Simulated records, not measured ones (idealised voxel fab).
The process module presented herein is designated voxel local oxidation.
Section shown: cut. Width: 275 nm. Cell size: 5 nm, square.
Cross-section = grid of square cells, listed top down in bands; band = one or more rows. Top height, bottom height, nm. Materials left to right, width each, nm. Single material + "throughout" = fills band edge to edge. "air" = empty. Beneath 0, the wafer as received is one material, and that level is where height counting begins. The lowest band goes on downward without a bottom; it is written like "0 down". It should be noted that a width expressed as "30 to 40" varies in equal increments from row to row of cells within the band, taking the value of the first number at the top row and that of the second number at the bottom row. A step reported as "nothing was modified" is a step in which no cell of the cross-section changed. "Fully enclosed voids" specifies each empty space that is not open to the top and that occupies no fewer than 8 cells, using the form width x height at distance, the distance measured from the left edge and all three quantities in nm. Read whatever lies past the settings on a step's line as the simulator's own remark about the step. The optional step-line setting "overlay nm" applies to steps with a mask and quantifies how far to the right of its planned location the mask lay, a negative value indicating leftward placement.

## Below is the list of planned process steps
step 1: RECEIVE,material Si
step 2: CONFORMAL_DEP,material SiO2,thk nm 5
step 3: CONFORMAL_DEP,material SiN,thk nm 15
step 4: PATTERN,tone cover,mask id ACTIVE,material resist,width nm 95,pitch nm 130,thk nm 20,overlay nm 0
step 5: DIRECTIONAL_ETCH,etch materials SiN,depth nm 15
step 6: STRIP,etch materials resist
step 7: SELECTIVE_ETCH,etch materials SiO2,depth nm 5
step 8: OXIDIZE,depth nm 15
step 9: STRIP,etch materials SiN

## Step 1 complete: cross-section of the wafer as received
	0 down | Si throughout
	Fully enclosed voids: none

## Wafer cross-section at module end: first of two, run to plan
	5 to 0 | air (30), SiO2 (85), air (45), SiO2 (85), air (30)
	0 to -15 | SiO2 (45), Si (55), SiO2 (75), Si (55), SiO2 (45)
	-15 down | Si throughout
	Fully enclosed voids: none

## End of module, second wafer, cross-section. Started like the first, planned like the first, run with one mistake
	5 to 0 | air (30), SiO2 (85), air (45), SiO2 (85), air (30)
	0 to -25 | SiO2 (55), Si (35), SiO2 (95), Si (35), SiO2 (55)
	-25 down | Si throughout
	Fully enclosed voids: none
Where did the run depart from the plan? rather than as planned, step 8 actually ran as OXIDIZE,depth nm 25
End of process, cell counts, second wafer against first, materials with more or fewer: -106 Si; +106 SiO2
